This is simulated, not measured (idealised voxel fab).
process module | voxel air gaps
cross-section cut | 280 nm wide | cells 5 nm
A cross-section is a grid of square cells, given in bands from the top down. A band is one or more rows of cells.
Each band's line starts with the height of the band's top and of its bottom, in nm. Then come its materials from left to right, each with its width in nm. One material with "throughout" fills the band from edge to edge. "air" is empty space.
Height 0 is the level under which the wafer as received is all one material. The lowest band goes on downwards, as in "0 down".
A width such as "30 to 40" changes by the same amount from each row of cells to the next, from the band's top row to its bottom row.
"no change" after a step means that no cell of the cross-section changed.
closed voids: empty space of 8 cells or more with no open way to the top, each as width x height at its distance from the left edge, in nm
after a step's settings: what the simulator itself notes on the step
overlay nm, on a step with a mask: how far to the right of its planned place the mask lay; to the left if negative
plan
1 op RECEIVE | material Si
2 op CONFORMAL_DEP | material SiO2 | thk nm 10
3 op CONFORMAL_DEP | material SiCN | thk nm 5
4 op DIRECTIONAL_DEP | material lowk | thk nm 30
5 op PATTERN | tone open | mask id LINES | material resist | width nm 20 | pitch nm 45 | thk nm 15 | overlay nm 0
6 op DIRECTIONAL_ETCH | etch materials lowk | depth nm 30
7 op STRIP | etch materials resist
8 op CONFORMAL_DEP | material TiN | thk nm 5
9 op FILL_DEP | material Cu | thk nm 5
10 op CMP | height nm 45
11 op EPI | material Ru | thk nm 10
12 op SELECTIVE_ETCH | etch materials lowk | depth nm 40
13 op CONFORMAL_DEP | material SiCN | thk nm 5
as received, after step 1
  0 down: Si throughout
  closed voids: none
a wafer at the end: this start, this plan, one mistake
  55 to 50: air 50 | SiCN 40 | air 5 | SiCN 40 | air 5 | SiCN 40 | air 5 | SiCN 40 | air 55
  50 to 45: air 50 | SiCN 5 | Ru 30 | SiCN 5 | air 5 | SiCN 5 | Ru 30 | SiCN 5 | air 5 | SiCN 5 | Ru 30 | SiCN 5 | air 5 | SiCN 5 | Ru 30 | SiCN 5 | air 55
  45 to 40: air 50 | SiCN 10 | TiN 5 | Cu 10 | TiN 5 | SiCN 10 | air 5 | SiCN 10 | TiN 5 | Cu 10 | TiN 5 | SiCN 10 | air 5 | SiCN 10 | TiN 5 | Cu 10 | TiN 5 | SiCN 10 | air 5 | SiCN 10 | TiN 5 | Cu 10 | TiN 5 | SiCN 10 | air 55
  40 to 20: air 55 | SiCN 5 | TiN 5 | Cu 10 | TiN 5 | SiCN 5 | air 15 | SiCN 5 | TiN 5 | Cu 10 | TiN 5 | SiCN 5 | air 15 | SiCN 5 | TiN 5 | Cu 10 | TiN 5 | SiCN 5 | air 15 | SiCN 5 | TiN 5 | Cu 10 | TiN 5 | SiCN 5 | air 60
  20 to 15: SiCN 60 | TiN 20 | SiCN 25 | TiN 20 | SiCN 25 | TiN 20 | SiCN 25 | TiN 20 | SiCN 65
  15 to 10: SiCN throughout
  10 to 0: SiO2 throughout
  0 down: Si throughout
  closed voids: none
what went wrong: step 11 ran as: op EPI | material Ru | thk nm 5
